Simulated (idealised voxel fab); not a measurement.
This section sets out a process module, namely voxel wiring stack.
This is section cut - it's 215 nm across, gridded in 5 nm square cells.
We lay out every cross-section as a grid of square cells and spell it out in bands from the top down, where one band means one or more rows of cells. Within each band entry, the heights of the top and of the bottom of the band appear first, in that order and in nm; the materials of the band then follow from left to right, each with its corresponding width in nm. The designation "all across" on a single material indicates that it fills the band from edge to edge; the designation "blank" indicates empty space. Heights are reckoned from 0. Under this level, the received wafer is all of one material. The bottommost band is open-ended downward, for example "0 -> down". Per-row width for "30..40": begins at first number (top row of band), ends at second number (bottom row), increment between rows held constant. No cell of the cross-section changed in a step that is given as "no modifications". Listed in "Entrapped void list": every empty space of 8 or more cells without an open way to the top. Form: width x height at distance, the distance being from the left edge, all in nm. Note: text after step settings on the step line = simulator remark on that step. Regarding "overlay nm": on a step with a mask, it is the distance the mask lay to the right of its planned place; a negative value places it to the left.
[Steps in the process plan]
1,RECEIVE (material Si)
2,CONFORMAL_DEP (material SiO2; thk nm 10)
3,DIRECTIONAL_DEP (material TiN; thk nm 5)
4,DIRECTIONAL_DEP (material Ru; thk nm 15)
5,MASKED_ETCH (tone cover; mask id METAL_1; width nm 25; pitch nm 50; etch materials Ru; depth nm 15; overlay nm 0)
6,MASKED_ETCH (tone cover; mask id METAL_1; width nm 25; pitch nm 50; etch materials TiN; depth nm 5; overlay nm 0)
7,FILL_DEP (material lowk; thk nm 5)
8,CMP (height nm 30)
9,CONFORMAL_DEP (material SiCN; thk nm 5)
10,DIRECTIONAL_DEP (material SiO2; thk nm 15)
11,PATTERN (tone open; mask id PLUG_1; material resist; width nm 15; thk nm 15; overlay nm 0)
12,DIRECTIONAL_ETCH (etch materials SiO2; depth nm 15)
13,DIRECTIONAL_ETCH (etch materials SiCN; depth nm 5)
14,STRIP (etch materials resist)
15,EPI (material Ru; thk nm 10)
16,EPI (material Ru; thk nm 10)
17,DIRECTIONAL_DEP (material TiN; thk nm 5)
18,DIRECTIONAL_DEP (material Ru; thk nm 20)
19,DIRECTIONAL_DEP (material aC; thk nm 15)
20,PATTERN (tone cover; mask id METAL_2; material resist; width nm 25; pitch nm 50; thk nm 35; overlay nm 0)
21,DIRECTIONAL_ETCH (etch materials aC; depth nm 15)
22,STRIP (etch materials resist)
23,DIRECTIONAL_ETCH (etch materials Ru; depth nm 20)
24,DIRECTIONAL_ETCH (etch materials TiN; depth nm 5)
25,STRIP (etch materials aC)
26,CONFORMAL_DEP (material SiN; thk nm 5)
27,FILL_DEP (material SiO2; thk nm 5)
28,CMP (height nm 75)
29,CONFORMAL_DEP (material SiCN; thk nm 5)
30,DIRECTIONAL_DEP (material lowk; thk nm 10)
31,MASKED_ETCH (tone open; mask id PLUG_2; width nm 15; pitch nm 50; etch materials lowk; depth nm 10; overlay nm 0)
32,MASKED_ETCH (tone open; mask id PLUG_2; width nm 15; pitch nm 50; etch materials SiCN; depth nm 5; overlay nm 0)
33,CONFORMAL_DEP (material TiN; thk nm 5)
34,FILL_DEP (material Ru; thk nm 10)
35,CMP (height nm 90)
36,CONFORMAL_DEP (material SiCN; thk nm 5)
37,DIRECTIONAL_DEP (material SiO2; thk nm 20)
38,PATTERN (tone open; mask id METAL_3; material resist; width nm 25; pitch nm 50; thk nm 15; overlay nm 0)
39,DIRECTIONAL_ETCH (etch materials SiO2; depth nm 20)
40,DIRECTIONAL_ETCH (etch materials SiCN; depth nm 5)
41,STRIP (etch materials resist)
42,CONFORMAL_DEP (material TiN; thk nm 5)
43,FILL_DEP (material W; thk nm 10)
44,CMP (height nm 115)
45,EPI (material Ru; thk nm 5)
46,FILL_DEP (material SiCN; thk nm 5)
47,DIRECTIONAL_DEP (material lowk; thk nm 30)
48,DIRECTIONAL_DEP (material aC; thk nm 10)
49,PATTERN (tone open; mask id METAL_4_HOLES; material resist; width nm 15; thk nm 30; overlay nm 0)
50,DIRECTIONAL_ETCH (etch materials aC; depth nm 10)
51,STRIP (etch materials resist)
52,DIRECTIONAL_ETCH (etch materials lowk; depth nm 30)
53,STRIP (etch materials aC)
54,DIRECTIONAL_DEP (material aC; thk nm 10)
55,PATTERN (tone open; mask id METAL_4; material resist; width nm 25; pitch nm 50; thk nm 25; overlay nm 0)
56,DIRECTIONAL_ETCH (etch materials aC; depth nm 10)
57,STRIP (etch materials resist)
58,DIRECTIONAL_ETCH (etch materials lowk; depth nm 15)
59,DIRECTIONAL_ETCH (etch materials SiCN; depth nm 5)
60,STRIP (etch materials aC)
61,CONFORMAL_DEP (material TiN; thk nm 5)
62,FILL_DEP (material Cu; thk nm 5)
63,CMP (height nm 155)
64,CONFORMAL_DEP (material SiN; thk nm 5)
[Incoming wafer, cross-sectional view, post step 1]
    0 -> down | Si all across
    Entrapped void list: none
[The first of two wafers, cross-sectioned at the end of the module, with the run proceeding as planned]
    160 -> 155 | SiN all across
    155 -> 145 | lowk: 70; TiN: 5; Cu: 15; TiN: 5; lowk: 25; TiN: 5; Cu: 15; TiN: 5; lowk: 70
    145 -> 140 | lowk: 70; TiN: 5; Cu: 5; TiN: 15; lowk: 25; TiN: 25; lowk: 70
    140 -> 125 | lowk: 70; TiN: 5; Cu: 5; TiN: 5; lowk: 130
    125 -> 120 | SiCN: 70; TiN: 15; SiCN: 130
    120 -> 115 | SiCN: 65; Ru: 35; SiCN: 15; Ru: 35; SiCN: 65
    115 -> 95 | SiO2: 70; TiN: 5; W: 15; TiN: 5; SiO2: 25; TiN: 5; W: 15; TiN: 5; SiO2: 70
    95 -> 90 | SiCN: 70; TiN: 25; SiCN: 25; TiN: 25; SiCN: 70
    90 -> 80 | lowk: 70; TiN: 5; Ru: 5; TiN: 5; lowk: 35; TiN: 5; Ru: 5; TiN: 5; lowk: 80
    80 -> 75 | SiCN: 70; TiN: 15; SiCN: 35; TiN: 15; SiCN: 80
    75 -> 55 | SiO2: 65; SiN: 5; Ru: 25; SiN: 5; SiO2: 15; SiN: 5; Ru: 25; SiN: 5; SiO2: 65
    55 -> 50 | SiN: 70; TiN: 25; SiN: 25; TiN: 25; SiN: 70
    50 -> 35 | SiO2: 70; Ru: 15; SiO2: 130
    35 -> 30 | SiCN: 70; Ru: 15; SiCN: 130
    30 -> 15 | lowk: 70; Ru: 25; lowk: 25; Ru: 25; lowk: 70
    15 -> 10 | lowk: 70; TiN: 25; lowk: 25; TiN: 25; lowk: 70
    10 -> 0 | SiO2 all across
    0 -> down | Si all across
    Entrapped void list: none
[Second wafer of the two, sectioned at the end of the module. It began like the first and followed the same plan, but one mistake was made while running it]
    160 -> 155 | SiN all across
    155 -> 145 | lowk: 70; TiN: 5; Cu: 15; TiN: 5; lowk: 25; TiN: 5; Cu: 15; TiN: 5; lowk: 70
    145 -> 140 | lowk: 70; TiN: 5; Cu: 5; TiN: 15; lowk: 25; TiN: 25; lowk: 70
    140 -> 125 | lowk: 70; TiN: 5; Cu: 5; TiN: 5; lowk: 130
    125 -> 120 | SiCN: 70; TiN: 15; SiCN: 130
    120 -> 115 | SiCN: 65; Ru: 35; SiCN: 15; Ru: 35; SiCN: 65
    115 -> 95 | SiO2: 70; TiN: 5; W: 15; TiN: 5; SiO2: 25; TiN: 5; W: 15; TiN: 5; SiO2: 70
    95 -> 90 | SiCN: 70; TiN: 25; SiCN: 25; TiN: 25; SiCN: 70
    90 -> 80 | lowk: 70; TiN: 5; Ru: 5; TiN: 5; lowk: 35; TiN: 5; Ru: 5; TiN: 5; lowk: 80
    80 -> 75 | SiCN: 70; TiN: 15; SiCN: 35; TiN: 15; SiCN: 80
    75 -> 60 | SiO2: 80; SiN: 5; Ru: 10; SiN: 5; SiO2: 15; SiN: 5; Ru: 25; SiN: 5; SiO2: 65
    60 -> 55 | SiO2: 65; SiN: 20; Ru: 10; SiN: 5; SiO2: 15; SiN: 5; Ru: 25; SiN: 5; SiO2: 65
    55 -> 50 | SiN: 70; Ru: 15; TiN: 10; SiN: 25; TiN: 25; SiN: 70
    50 -> 35 | SiO2: 70; Ru: 15; SiO2: 130
    35 -> 30 | SiCN: 70; TiN: 15; SiCN: 130
    30 -> 25 | lowk all across
    25 -> 10 | lowk: 70; Ru: 25; lowk: 25; Ru: 25; lowk: 70
    10 -> 0 | SiO2 all across
    0 -> down | Si all across
    Entrapped void list: none
What went wrong in running the wafer? step 3 of the plan did not run at all; it was left out
Per the end-of-run cell counts, the second wafer holds more or fewer of some materials than the first: Ru: 12 fewer | SiN: 3 more | SiO2: 9 more | TiN: 10 fewer | lowk: 10 more
